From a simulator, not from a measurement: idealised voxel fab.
process module | voxel double patterning
cross-section cut | 285 nm wide | cells 5 nm
A cross-section is a grid of square cells, given in bands from the top down. A band is one or more rows of cells.
Each band's line starts with the height of the band's top and of its bottom, in nm. Then come its materials from left to right, each with its width in nm. One material with "throughout" fills the band from edge to edge. "air" is empty space.
Height 0 is the level under which the wafer as received is all one material. The lowest band goes on downwards, as in "0 down".
A width such as "30 to 40" changes by the same amount from each row of cells to the next, from the band's top row to its bottom row.
"no change" after a step means that no cell of the cross-section changed.
closed voids: empty space of 8 cells or more with no open way to the top, each as width x height at its distance from the left edge, in nm
after a step's settings: what the simulator itself notes on the step
overlay nm, on a step with a mask: how far to the right of its planned place the mask lay; to the left if negative
plan
1 op RECEIVE | material Si
2 op CONFORMAL_DEP | material SiO2 | thk nm 5
3 op DIRECTIONAL_DEP | material polySi | thk nm 20
4 op DIRECTIONAL_DEP | material SiCN | thk nm 5
5 op MASKED_ETCH | tone open | mask id FIRST | width nm 15 | pitch nm 50 | etch materials SiCN | depth nm 5 | overlay nm 0
6 op MASKED_ETCH | tone open | mask id SECOND | width nm 15 | etch materials SiCN | depth nm 5 | overlay nm 0
7 op DIRECTIONAL_ETCH | etch materials polySi | depth nm 20
8 op STRIP | etch materials SiCN
as received, after step 1
  0 down: Si throughout
  closed voids: none
first wafer at the end, as planned
  25 to 5: polySi 110 | air 15 | polySi 10 | air 15 | polySi 10 | air 15 | polySi 110
  5 to 0: SiO2 throughout
  0 down: Si throughout
  closed voids: none
second wafer at the end: like start, like plan, one mistake
  15 to 5: polySi 110 | air 15 | polySi 10 | air 15 | polySi 10 | air 15 | polySi 110
  5 to 0: SiO2 throughout
  0 down: Si throughout
  closed voids: none
what went wrong: step 3 ran as: op DIRECTIONAL_DEP | material polySi | thk nm 10
at the end the second wafer has, in cells: 96 fewer of polySi
